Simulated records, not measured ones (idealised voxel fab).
Herein follows the process module entitled voxel released beams.
Xsec cut, 210 nm wide, square cell size 5 nm.
A cross-section is a grid of square cells, given in bands from the top down. A band is one or more rows of cells. Heads up on the band format: heights come first, top then bottom, in nm. After that it's the materials left to right, each with its width in nm. A single material flagged "everywhere" fills the whole band edge to edge, and "empty" means there's empty space there. Basically, 0 is our baseline, since under it the wafer straight out of the box is all one material. The bottom band has no lower end and keeps on going down, so it looks like "0 and below". The two numbers in a width such as "30 to 40" mark its ends across the band: the first belongs to the top row of cells, the second to the bottom row, and from each row to the next the width moves by the same amount. "nothing changed" for a step: no cell of the cross-section changed in that step. Closed-off voids of 8+ cells (no open route to the top) go in "Closed void roster", written width x height at distance from the left edge, in nm. It should be noted that, on the line of a given step, the content following the step's settings is a remark produced by the simulator itself with respect to that step. The line of a step may include "overlay nm". On a step with a mask, this value is how far to the right of its planned place the mask lay. A negative value means the mask lay to the left.

### Set out below are the planned steps of the process
1: RECEIVE (material Si)
2: CONFORMAL_DEP (material Al2O3; thk nm 5)
3: DIRECTIONAL_DEP (material SiO2; thk nm 15)
4: DIRECTIONAL_DEP (material aC; thk nm 15)
5: PATTERN (tone open; mask id ANCHOR; material resist; width nm 30; thk nm 30; overlay nm 0)
6: DIRECTIONAL_ETCH (etch materials aC; depth nm 15)
7: STRIP (etch materials resist)
8: DIRECTIONAL_ETCH (etch materials SiO2; depth nm 15)
9: STRIP (etch materials aC)
10: CONFORMAL_DEP (material SiN; thk nm 10)
11: MASKED_ETCH (tone cover; mask id BEAM; width nm 90; etch materials SiN; depth nm 10; overlay nm 0)
12: STRIP (etch materials SiO2)

### Shown in cross-section is the wafer as received, that is, as it stands after step 1
> 0 and below | Si everywhere
> Closed void roster: none

### Module complete - cross-section of the first of two wafers, run according to plan
> 30 down to 20 | empty 55 nm  SiN 15 nm  empty 10 nm  SiN 65 nm  empty 65 nm
> 20 down to 15 | empty 60 nm  SiN 10 nm  empty 10 nm  SiN 10 nm  empty 120 nm
> 15 down to 5 | empty 60 nm  SiN 30 nm  empty 120 nm
> 5 down to 0 | Al2O3 everywhere
> 0 and below | Si everywhere
> Closed void roster: none

### Cross-sectional view of the second of two wafers upon completion of the module. This wafer shared its starting condition and process plan with the first; one error was made during its execution
> 25 down to 15 | empty 55 nm  SiN 15 nm  empty 10 nm  SiN 65 nm  empty 65 nm
> 15 down to 10 | empty 60 nm  SiN 10 nm  empty 10 nm  SiN 10 nm  empty 120 nm
> 10 down to 0 | empty 60 nm  SiN 30 nm  empty 120 nm
> 0 and below | Si everywhere
> Closed void roster: none
Here's what went sideways: step 2 of the plan was bypassed and not carried out
At the finish, the second wafer shows more or fewer cells for some materials than the first does: Al2O3 -42
